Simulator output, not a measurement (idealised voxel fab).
The process module presented herein is designated voxel released beams.
In the cross-section labelled cut, the width is 185 nm and each square cell is 5 nm.
Reading order for cross-sections: top band down to bottom band. Underlying form: a grid of square cells. Band size: one or more rows of cells. Read a band's entry like this: the first values are the height of its top and the height of its bottom in nm, and what follows is the sequence of materials from left to right, each with its width in nm. Note that "empty" is empty space, and that a single material marked "throughout" reaches across the band from edge to edge. All heights in this document are referenced to 0, defined as the level beneath which the wafer, as received, consists entirely of one material. The lowest band is not bounded below; it extends indefinitely downward and is written in the form "0..down". Quick explanation for "30..40": the width changes in equal steps down the rows of cells, from the first number in the band's top row to the second number in its bottom row. Basically "nothing different" means that step didn't change any cell in the cross-section. Under "Tabulated closed voids" you'll find the enclosed gaps, the ones with no way out to the top, that are 8 cells or bigger; each reads width x height at distance, with distance counted from the left edge, everything in nm. If you see something after the settings on a step's line, that's the simulator's own remark about that step. Each step line may optionally specify "overlay nm", which for a step with a mask gives the rightward distance between the mask's planned place and where it lay, a negative value indicating the leftward direction.

The process steps that were planned are listed below
1) RECEIVE, material Si
2) CONFORMAL_DEP, material SiN, thk nm 5
3) DIRECTIONAL_DEP, material SiO2, thk nm 10
4) MASKED_ETCH, tone open, mask id ANCHOR, width nm 45, etch materials SiO2, depth nm 10, overlay nm 0
5) CONFORMAL_DEP, material TiN, thk nm 15
6) DIRECTIONAL_DEP, material aC, thk nm 15
7) PATTERN, tone cover, mask id BEAM, material resist, width nm 120, thk nm 30, overlay nm 0
8) DIRECTIONAL_ETCH, etch materials aC, depth nm 15
9) STRIP, etch materials resist
10) DIRECTIONAL_ETCH, etch materials TiN, depth nm 15
11) STRIP, etch materials aC
12) STRIP, etch materials SiO2

The following pertains to the first of two wafers, which was processed as planned

The cross-section here shows the wafer as received, i.e. in its state after step 1
    0..down = Si throughout
    Tabulated closed voids: none

How the wafer stands in section after step 2
    5..0 = SiN throughout
    Below 0 it's all the same as before, nothing changed down there.

How the wafer stands in section after step 3
    15..5 = SiO2 throughout
    Below 5 it's all the same as before, nothing changed down there.

How the wafer stands in section after step 4
    15..5 = SiO2 35 nm, then empty 45 nm, then SiO2 105 nm
    Below 5 it's all the same as before, nothing changed down there.

How the wafer stands in section after step 5
    30..20 = TiN 50 nm, then empty 15 nm, then TiN 120 nm
    20..15 = TiN throughout
    15..5 = SiO2 35 nm, then TiN 45 nm, then SiO2 105 nm
    Below 5 it's all the same as before, nothing changed down there.

How the wafer stands in section after step 6
    45..35 = aC 50 nm, then empty 15 nm, then aC 120 nm
    35..30 = aC throughout
    30..20 = TiN 50 nm, then aC 15 nm, then TiN 120 nm
    Below 20 it's all the same as before, nothing changed down there.

How the wafer stands in section after step 7
    75..45 = empty 30 nm, then resist 120 nm, then empty 35 nm
    45..35 = aC 50 nm, then resist 15 nm, then aC 120 nm
    Below 35 it's all the same as before, nothing changed down there.

How the wafer stands in section after step 8
    60..45 = empty 30 nm, then resist 120 nm, then empty 35 nm
    45..35 = empty 30 nm, then aC 20 nm, then resist 15 nm, then aC 85 nm, then empty 35 nm
    35..30 = empty 30 nm, then aC 120 nm, then empty 35 nm
    Below 30 it's all the same as before, nothing changed down there.

How the wafer stands in section after step 9
    45..35 = empty 30 nm, then aC 20 nm, then empty 15 nm, then aC 85 nm, then empty 35 nm
    Below 35 it's all the same as before, nothing changed down there.

How the wafer stands in section after step 10
    45..35 = empty 30 nm, then aC 20 nm, then empty 15 nm, then aC 85 nm, then empty 35 nm
    35..30 = empty 30 nm, then aC 120 nm, then empty 35 nm
    30..20 = empty 30 nm, then TiN 20 nm, then aC 15 nm, then TiN 85 nm, then empty 35 nm
    20..15 = empty 30 nm, then TiN 120 nm, then empty 35 nm
    Below 15 it's all the same as before, nothing changed down there.

How the wafer stands in section after step 11
    30..20 = empty 30 nm, then TiN 20 nm, then empty 15 nm, then TiN 85 nm, then empty 35 nm
    Below 20 it's all the same as before, nothing changed down there.

How the wafer stands in section after step 12
    30..20 = empty 30 nm, then TiN 20 nm, then empty 15 nm, then TiN 85 nm, then empty 35 nm
    20..15 = empty 30 nm, then TiN 120 nm, then empty 35 nm
    15..5 = empty 35 nm, then TiN 45 nm, then empty 105 nm
    Below 5 it's all the same as before, nothing changed down there.

Notes, second wafer: start = first wafer's, plan = first wafer's, execution had one mistake; history identical to first through step 4

Cross-section of the second wafer corresponding to the planned conclusion of step 5
    45..15 = TiN throughout
    15..5 = SiO2 35 nm, then TiN 45 nm, then SiO2 105 nm
    Below 5 it's all the same as before, nothing changed down there.

Cross-section of the second wafer corresponding to the planned conclusion of step 6
    60..45 = aC throughout
    Below 45 it's all the same as before, nothing changed down there.

Cross-section of the second wafer corresponding to the planned conclusion of step 7
    90..60 = empty 30 nm, then resist 120 nm, then empty 35 nm
    Below 60 it's all the same as before, nothing changed down there.

Cross-section of the second wafer corresponding to the planned conclusion of step 8
    75..60 = empty 30 nm, then resist 120 nm, then empty 35 nm
    60..45 = empty 30 nm, then aC 120 nm, then empty 35 nm
    Below 45 it's all the same as before, nothing changed down there.

Cross-section of the second wafer corresponding to the planned conclusion of step 9
    60..45 = empty 30 nm, then aC 120 nm, then empty 35 nm
    Below 45 it's all the same as before, nothing changed down there.

Cross-section of the second wafer corresponding to the planned conclusion of step 10
    60..45 = empty 30 nm, then aC 120 nm, then empty 35 nm
    45..30 = empty 30 nm, then TiN 120 nm, then empty 35 nm
    Below 30 it's all the same as before, nothing changed down there.

Cross-section of the second wafer corresponding to the planned conclusion of step 11
    45..30 = empty 30 nm, then TiN 120 nm, then empty 35 nm
    Below 30 it's all the same as before, nothing changed down there.

Cross-section of the second wafer corresponding to the planned conclusion of step 12: nothing different
Against the plan, the run slipped here: step 5 in the plan was executed twice
In the final state, the cell counts of the second wafer exceed or fall short of those of the first for the following materials: SiO2 +56, TiN +117
